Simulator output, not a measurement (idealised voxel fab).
Herein follows the process module entitled voxel ribs on slabs.
240 nm wide, 5 nm square cells: that's cross-section cut.
Format of a cross-section: grid, square cells. Given as bands. Order: top down. Band: one or more rows of cells.
Heights first: top, then bottom, in nm. Then materials, left to right, each with a width in nm. "full width" on a single material: fills the band edge to edge. "blank": empty space.
Heights from 0 (as-received wafer is one material below). Bottom band endless downward, as "z 0 and below".
Per-row width for "30->40": begins at first number (top row of band), ends at second number (bottom row), increment between rows held constant.
Key: "no alteration" - step with no changed cell in the cross-section.
In "Closed internal cavities" the enclosed voids are listed, meaning empty spaces of 8 cells or larger without any opening to the top. The form is width x height at distance, distance from the left edge, units nm.
Anything after a step's settings on that line? It's the simulator's own note about the step.
overlay nm: for a step with a mask, the amount by which the mask lay right of where it was planned; a negative amount means left of it.
Intended process steps
1,op RECEIVE | material Si
2,op DIRECTIONAL_DEP | material SiO2 | thk nm 20
3,op DIRECTIONAL_DEP | material SiN | thk nm 20
4,op DIRECTIONAL_DEP | material aC | thk nm 10
5,op PATTERN | tone cover | mask id RIB | material resist | width nm 30 | thk nm 30 | overlay nm 0
6,op DIRECTIONAL_ETCH | etch materials aC | depth nm 10
7,op STRIP | etch materials resist
8,op DIRECTIONAL_ETCH | etch materials SiN | depth nm 15
9,op STRIP | etch materials aC
10,op MASKED_ETCH | tone cover | mask id SLAB | width nm 60 | etch materials SiN | depth nm 5 | overlay nm 0
11,op FILL_DEP | material SiO2 | thk nm 15
12,op CMP | height nm 50
13,op DIRECTIONAL_DEP | material W | thk nm 5
14,op MASKED_ETCH | tone cover | mask id HEATER | width nm 40 | etch materials W | depth nm 5 | overlay nm 0
15,op CONFORMAL_DEP | material SiN | thk nm 10
The first wafer of two, processed as planned
Shown in cross-section is the wafer as received, that is, as it stands after step 1
z 0 and below = Si full width
Closed internal cavities: none
Cross-section: wafer state after step 2
z 20 to 0 = SiO2 full width
Nothing below the height 0 has changed.
Cross-section: wafer state after step 3
z 40 to 20 = SiN full width
Nothing below the height 20 has changed.
Cross-section: wafer state after step 4
z 50 to 40 = aC full width
Nothing below the height 40 has changed.
Cross-section: wafer state after step 5
z 80 to 50 = blank 105  resist 30  blank 105
Nothing below the height 50 has changed.
Cross-section: wafer state after step 6
z 70 to 50 = blank 105  resist 30  blank 105
z 50 to 40 = blank 105  aC 30  blank 105
Nothing below the height 40 has changed.
Cross-section: wafer state after step 7
z 50 to 40 = blank 105  aC 30  blank 105
Nothing below the height 40 has changed.
Cross-section: wafer state after step 8
z 50 to 40 = blank 105  aC 30  blank 105
z 40 to 25 = blank 105  SiN 30  blank 105
Nothing below the height 25 has changed.
Cross-section: wafer state after step 9
z 40 to 25 = blank 105  SiN 30  blank 105
Nothing below the height 25 has changed.
Cross-section: wafer state after step 10
z 40 to 25 = blank 105  SiN 30  blank 105
z 25 to 20 = blank 90  SiN 60  blank 90
Nothing below the height 20 has changed.
Cross-section: wafer state after step 11
z 55 to 40 = SiO2 full width
z 40 to 25 = SiO2 105  SiN 30  SiO2 105
z 25 to 20 = SiO2 90  SiN 60  SiO2 90
Nothing below the height 20 has changed.
Cross-section: wafer state after step 12
z 50 to 40 = SiO2 full width
Nothing below the height 40 has changed.
Cross-section: wafer state after step 13
z 55 to 50 = W full width
Nothing below the height 50 has changed.
Cross-section: wafer state after step 14
z 55 to 50 = blank 100  W 40  blank 100
Nothing below the height 50 has changed.
Cross-section: wafer state after step 15
z 65 to 60 = blank 90  SiN 60  blank 90
z 60 to 55 = SiN full width
z 55 to 50 = SiN 100  W 40  SiN 100
Nothing below the height 50 has changed.
The second wafer was prepared from the same starting point and under the same plan as the first; its processing contained one mistake, and it remains indistinguishable from the first wafer up to and including step 4
Cross-section of the second wafer at the time step 5 of the plan should have ended
z 80 to 50 = resist 105  blank 30  resist 105
Nothing below the height 50 has changed.
Cross-section of the second wafer at the time step 6 of the plan should have ended
z 70 to 50 = resist 105  blank 30  resist 105
z 50 to 40 = aC 105  blank 30  aC 105
Nothing below the height 40 has changed.
Cross-section of the second wafer at the time step 7 of the plan should have ended
z 50 to 40 = aC 105  blank 30  aC 105
Nothing below the height 40 has changed.
Cross-section of the second wafer at the time step 8 of the plan should have ended
z 50 to 40 = aC 105  blank 30  aC 105
z 40 to 25 = SiN 105  blank 30  SiN 105
Nothing below the height 25 has changed.
Cross-section of the second wafer at the time step 9 of the plan should have ended
z 40 to 25 = SiN 105  blank 30  SiN 105
Nothing below the height 25 has changed.
Cross-section of the second wafer at the time step 10 of the plan should have ended
z 40 to 35 = blank 90  SiN 15  blank 30  SiN 15  blank 90
Nothing below the height 35 has changed.
Cross-section of the second wafer at the time step 11 of the plan should have ended
z 55 to 40 = SiO2 full width
z 40 to 35 = SiO2 90  SiN 15  SiO2 30  SiN 15  SiO2 90
z 35 to 25 = SiN 105  SiO2 30  SiN 105
Nothing below the height 25 has changed.
Cross-section of the second wafer at the time step 12 of the plan should have ended
z 50 to 40 = SiO2 full width
Nothing below the height 40 has changed.
Cross-section of the second wafer at the time step 13 of the plan should have ended
z 55 to 50 = W full width
Nothing below the height 50 has changed.
Cross-section of the second wafer at the time step 14 of the plan should have ended
z 55 to 50 = blank 100  W 40  blank 100
Nothing below the height 50 has changed.
Cross-section of the second wafer at the time step 15 of the plan should have ended
z 65 to 60 = blank 90  SiN 60  blank 90
z 60 to 55 = SiN full width
z 55 to 50 = SiN 100  W 40  SiN 100
Nothing below the height 50 has changed.
Processing error: contrary to plan, step 5 was performed as op PATTERN | tone open | mask id RIB | material resist | width nm 30 | thk nm 30 | overlay nm 0
Count the cells at the end and the second wafer has more or fewer of some materials than the first: 108 more of SiN | 108 fewer of SiO2
